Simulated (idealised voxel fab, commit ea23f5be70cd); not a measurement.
A process module follows: voxel wiring stack.
The cross-section shown here is cut; it is 260 nm wide and divided into square cells measuring 5 nm on a side.
Throughout this document, each cross-section is represented as a grid of square cells and is presented as a sequence of bands enumerated from the top downward, where a band comprises one or more rows of cells.
What a band's entry tells you: where the top is and where the bottom is, as heights in nm, and after that what lies inside, material by material from left to right, each with its width in nm. Empty space is written as the word "air", and a single material marked with the word "edge to edge" occupies the band from edge to edge.
Ref level 0: as-received wafer is one material below here. Bottom band extends down with no lower bound ("0 nm and below").
The expression "30..40" gives the width at the extremes of the band, the first number at its top row of cells and the second at its bottom row, with the width changing by equal amounts from each row to the next in between.
Basically "nothing changed" means that step didn't change any cell in the cross-section.
Look at "Enclosed void inventory" for the closed voids: empty spaces with no open path to the top, sized 8 cells or up. Each is width x height at distance, distance from the left edge, all nm.
Read whatever lies past the settings on a step's line as the simulator's own remark about the step.
A step line may carry the setting "overlay nm", which, for steps involving a mask, states the distance by which the mask lay to the right of its intended position; negative values denote displacement to the left.

**Steps planned for the process**
1 RECEIVE, material Si
2 CONFORMAL_DEP, material SiO2, thk nm 15
3 DIRECTIONAL_DEP, material TiN, thk nm 5
4 DIRECTIONAL_DEP, material Ru, thk nm 15
5 PATTERN, tone cover, mask id METAL_1, material resist, width nm 20, pitch nm 45, thk nm 20, overlay nm 0
6 DIRECTIONAL_ETCH, etch materials Ru, depth nm 15
7 DIRECTIONAL_ETCH, etch materials TiN, depth nm 5
8 STRIP, etch materials resist
9 CONFORMAL_DEP, material SiN, thk nm 5
10 FILL_DEP, material SiO2, thk nm 10
11 CMP, height nm 35
12 CONFORMAL_DEP, material SiCN, thk nm 5
13 DIRECTIONAL_DEP, material SiO2, thk nm 30
14 MASKED_ETCH, tone open, mask id METAL_2_HOLES, width nm 15, pitch nm 45, etch materials SiO2, depth nm 30, overlay nm 0
15 MASKED_ETCH, tone open, mask id METAL_2, width nm 20, pitch nm 45, etch materials SiO2, depth nm 15, overlay nm 0
16 MASKED_ETCH, tone open, mask id METAL_2, width nm 20, pitch nm 45, etch materials SiCN, depth nm 5, overlay nm 0
17 CONFORMAL_DEP, material TiN, thk nm 5
18 FILL_DEP, material Ru, thk nm 10
19 CMP, height nm 70
20 CONFORMAL_DEP, material SiCN, thk nm 5

**Shown in cross-section is the wafer as received, that is, as it stands after step 1**
    0 nm and below | Si edge to edge
    Enclosed void inventory: none

**Cross-section, end of module. Start: as above. Plan: as above. Execution: one mistake**
    75 nm to 70 nm | SiCN edge to edge
    70 nm to 60 nm | Ru edge to edge
    60 nm to 55 nm | Ru (45); TiN (25); Ru (20); TiN (25); Ru (20); TiN (25); Ru (20); TiN (25); Ru (55)
    55 nm to 45 nm | Ru (45); TiN (5); SiO2 (15); TiN (5); Ru (20); TiN (5); SiO2 (15); TiN (5); Ru (20); TiN (5); SiO2 (15); TiN (5); Ru (20); TiN (5); SiO2 (15); TiN (5); Ru (55)
    45 nm to 40 nm | TiN (50); SiO2 (15); TiN (30); SiO2 (15); TiN (30); SiO2 (15); TiN (30); SiO2 (15); TiN (60)
    40 nm to 35 nm | SiCN (65); TiN (5); SiCN (40); TiN (5); SiCN (40); TiN (5); SiCN (40); TiN (5); SiCN (55)
    35 nm to 20 nm | SiO2 (45); SiN (5); Ru (20); SiN (5); SiO2 (15); SiN (5); Ru (20); SiN (5); SiO2 (15); SiN (5); Ru (20); SiN (5); SiO2 (15); SiN (5); Ru (20); SiN (5); SiO2 (50)
    20 nm to 15 nm | SiN (50); TiN (20); SiN (25); TiN (20); SiN (25); TiN (20); SiN (25); TiN (20); SiN (55)
    15 nm to 0 nm | SiO2 edge to edge
    0 nm and below | Si edge to edge
    Enclosed void inventory: none
What was done differently from what was planned? step 14 ran differently from the plan; actual operation with settings: MASKED_ETCH, tone cover, mask id METAL_2_HOLES, width nm 15, pitch nm 45, etch materials SiO2, depth nm 30, overlay nm 0
